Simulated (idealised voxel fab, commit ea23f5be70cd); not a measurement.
This section sets out a process module, namely voxel ribs on slabs.
It is cross-section cut that appears here, measuring 270 nm in width, its square cells being 5 nm in size.
Cross-sections here: square-cell grids, written as top-down lists of bands, a band being one or more rows of cells.
Basically the band line says how high the top is and how high the bottom is, in nm, and then what's in it from left to right, every material with its width in nm. Empty space shows up as "empty", and if a single material carries "full width" it runs the full band edge to edge.
The level at which height equals 0 is the one under which the wafer, as it arrives, is entirely one material. No lower edge exists for the bottom band, which continues downward and is notated as in "top 0, no bottom".
It should be noted that a width expressed as "30->40" varies in equal increments from row to row of cells within the band, taking the value of the first number at the top row and that of the second number at the bottom row.
"remains unaltered", as given for a step, is the statement that not any cell of the cross-section underwent a change during that step.
Enclosed voids (no open way to top), threshold 8 cells or more, entry "Voids, fully enclosed", notation width x height at distance, distance from left edge, nm.
Text after the settings on a step's line: the simulator's own remark on that step.
overlay nm, on a step with a mask: how far to the right of its planned place the mask lay; to the left if negative

Set out below are the planned steps of the process:
step 1: RECEIVE with material Si
step 2: DIRECTIONAL_DEP with material SiO2, thk nm 20
step 3: DIRECTIONAL_DEP with material SiN, thk nm 15
step 4: MASKED_ETCH with tone cover, mask id RIB, width nm 15, etch materials SiN, depth nm 5, overlay nm 0
step 5: DIRECTIONAL_DEP with material aC, thk nm 10
step 6: PATTERN with tone cover, mask id SLAB, material resist, width nm 65, thk nm 30, overlay nm 0
step 7: DIRECTIONAL_ETCH with etch materials aC, depth nm 10
step 8: STRIP with etch materials resist
step 9: DIRECTIONAL_ETCH with etch materials SiN, depth nm 10
step 10: STRIP with etch materials aC
step 11: FILL_DEP with material SiO2, thk nm 20
step 12: CMP with height nm 50
step 13: DIRECTIONAL_DEP with material W, thk nm 5
step 14: PATTERN with tone cover, mask id HEATER, material resist, width nm 25, thk nm 20, overlay nm 0
step 15: DIRECTIONAL_ETCH with etch materials W, depth nm 5
step 16: STRIP with etch materials resist
step 17: CONFORMAL_DEP with material SiO2, thk nm 10

Here's what the wafer looked like in cross-section when it arrived - that's after step 1:
top 0, no bottom  Si full width
Voids, fully enclosed: none

Sectioned view, first of two wafers, at the close of the module, processed as intended in the plan:
top 65, bottom 60  empty 110 | SiO2 45 | empty 115
top 60, bottom 55  SiO2 full width
top 55, bottom 50  SiO2 120 | W 25 | SiO2 125
top 50, bottom 35  SiO2 full width
top 35, bottom 30  SiO2 125 | SiN 15 | SiO2 130
top 30, bottom 20  SiO2 100 | SiN 65 | SiO2 105
top 20, bottom 0  SiO2 full width
top 0, no bottom  Si full width
Voids, fully enclosed: none

So this is wafer number two of the two, cut at the end of the module - it started where the first did and had the same plan, we just got one thing wrong running it:
top 65, bottom 60  empty 110 | SiO2 45 | empty 115
top 60, bottom 55  SiO2 full width
top 55, bottom 50  SiO2 120 | W 25 | SiO2 125
top 50, bottom 40  SiO2 100 | SiN 65 | SiO2 105
top 40, bottom 0  SiO2 full width
top 0, no bottom  Si full width
Voids, fully enclosed: none
Nonconformance to the process plan: yeah, plan step 2 got run twice
End check, counted in cells, second wafer has more or fewer of these materials than the first: SiN: 3 fewer | SiO2: 3 more
